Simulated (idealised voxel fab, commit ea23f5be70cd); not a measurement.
The process module presented herein is designated voxel released beams.
Square cell edge 5 nm, section width 155 nm, ID cut.
The cross-sections in this document take the form of a grid made of square cells. They are written out as bands, in order from top to bottom. Each band consists of one or more rows of cells.
Band entry format. Leading values: height of top, height of bottom, nm. Remainder: materials in left-to-right order, each with its width in nm. Special words: "everywhere" on a single material, which then fills the band edge to edge; "empty", empty space.
Ref level 0: as-received wafer is one material below here. Bottom band extends down with no lower bound ("0 -> down").
The expression "30->40" gives the width at the extremes of the band, the first number at its top row of cells and the second at its bottom row, with the width changing by equal amounts from each row to the next in between.
A step reported as "same as before" is a step in which no cell of the cross-section changed.
The entry "Closed void list" lists the empty spaces that cover at least 8 cells and have no open path to the top. Each is written as width x height at distance, where the distance is measured from the left edge and all three values are in nm.
Heads up: the bit after the settings on a step's line is the simulator's remark on that step.
overlay nm: on a step with a mask, how far right of its planned place the mask lay; negative means left.

[The steps planned for the process are as follows]
1) RECEIVE with material Si
2) CONFORMAL_DEP with material SiN, thk nm 5
3) DIRECTIONAL_DEP with material SiO2, thk nm 15
4) MASKED_ETCH with tone open, mask id ANCHOR, width nm 35, etch materials SiO2, depth nm 15, overlay nm 0
5) CONFORMAL_DEP with material W, thk nm 15
6) DIRECTIONAL_DEP with material aC, thk nm 15
7) PATTERN with tone cover, mask id BEAM, material resist, width nm 80, thk nm 30, overlay nm 0
8) DIRECTIONAL_ETCH with etch materials aC, depth nm 15
9) STRIP with etch materials resist
10) DIRECTIONAL_ETCH with etch materials W, depth nm 15
11) STRIP with etch materials aC
12) STRIP with etch materials SiO2
Across this set of wafers, the varied parameter is the width nm of step 7. Starting conditions are identical for every wafer, and the plan reports the value assigned to the first wafer.

[As-received state after step 1, first of several wafers, cross-section]
* 0 -> down | Si everywhere
* Closed void list: none

[Module finished, last step 12 done: cross-section of the first of several wafers]
* 35 -> 20 | 35 of empty  15 of W  5 of empty  60 of W  40 of empty
* 20 -> 5 | 35 of empty  35 of W  85 of empty
* 5 -> 0 | SiN everywhere
* 0 -> down | Si everywhere
* Closed void list: none

[Here's the last wafer cross-sectioned at the end of the module]
* 35 -> 20 | 25 of empty  25 of W  5 of empty  75 of W  25 of empty
* 20 -> 5 | 35 of empty  35 of W  85 of empty
* 5 -> 0 | SiN everywhere
* 0 -> down | Si everywhere
* Closed void list: none

[Tabulated below, wafer by wafer, are the end-of-module results: for each material, the number of cells gained (+) or lost (-) relative to the as-received state, followed by the closed voids]
width nm 80; +31 SiN; +66 W; Closed void list: none
width nm 85; +31 SiN; +69 W; Closed void list: none
width nm 90; +31 SiN; +72 W; Closed void list: none
width nm 95; +31 SiN; +75 W; Closed void list: none
width nm 100; +31 SiN; +78 W; Closed void list: none
width nm 105; +31 SiN; +81 W; Closed void list: none
